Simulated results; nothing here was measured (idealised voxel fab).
process module | voxel ribs on slabs
cross-section cut | 245 nm wide | cells 5 nm
A cross-section is a grid of square cells, given in bands from the top down. A band is one or more rows of cells.
Each band's line starts with the height of the band's top and of its bottom, in nm. Then come its materials from left to right, each with its width in nm. One material with "throughout" fills the band from edge to edge. "air" is empty space.
Height 0 is the level under which the wafer as received is all one material. The lowest band goes on downwards, as in "0 down".
A width such as "30 to 40" changes by the same amount from each row of cells to the next, from the band's top row to its bottom row.
"no change" after a step means that no cell of the cross-section changed.
closed voids: empty space of 8 cells or more with no open way to the top, each as width x height at its distance from the left edge, in nm
after a step's settings: what the simulator itself notes on the step
overlay nm, on a step with a mask: how far to the right of its planned place the mask lay; to the left if negative
plan
1 op RECEIVE | material Si
2 op DIRECTIONAL_DEP | material SiO2 | thk nm 20
3 op DIRECTIONAL_DEP | material SiN | thk nm 20
4 op MASKED_ETCH | tone cover | mask id RIB | width nm 15 | etch materials SiN | depth nm 10 | overlay nm 0
5 op MASKED_ETCH | tone cover | mask id SLAB | width nm 45 | etch materials SiN | depth nm 10 | overlay nm 0
6 op FILL_DEP | material SiO2 | thk nm 25
7 op CMP | height nm 55
8 op DIRECTIONAL_DEP | material W | thk nm 10
9 op DIRECTIONAL_DEP | material aC | thk nm 15
10 op PATTERN | tone cover | mask id HEATER | material resist | width nm 25 | thk nm 30 | overlay nm 0
11 op DIRECTIONAL_ETCH | etch materials aC | depth nm 15
12 op STRIP | etch materials resist
13 op DIRECTIONAL_ETCH | etch materials W | depth nm 10
14 op STRIP | etch materials aC
15 op CONFORMAL_DEP | material SiO2 | thk nm 5
as received, after step 1
  0 down: Si throughout
  closed voids: none
a wafer at the end: this start, this plan, one mistake
  70 to 65: air 105 | SiO2 35 | air 105
  65 to 60: air 105 | SiO2 5 | W 25 | SiO2 5 | air 105
  60 to 55: SiO2 110 | W 25 | SiO2 110
  55 to 40: SiO2 throughout
  40 to 25: SiO2 115 | SiN 15 | SiO2 115
  25 to 20: SiO2 100 | SiN 45 | SiO2 100
  20 to 0: SiO2 throughout
  0 down: Si throughout
  closed voids: none
what went wrong: step 4 ran as: op MASKED_ETCH | tone cover | mask id RIB | width nm 15 | etch materials SiN | depth nm 15 | overlay nm 0
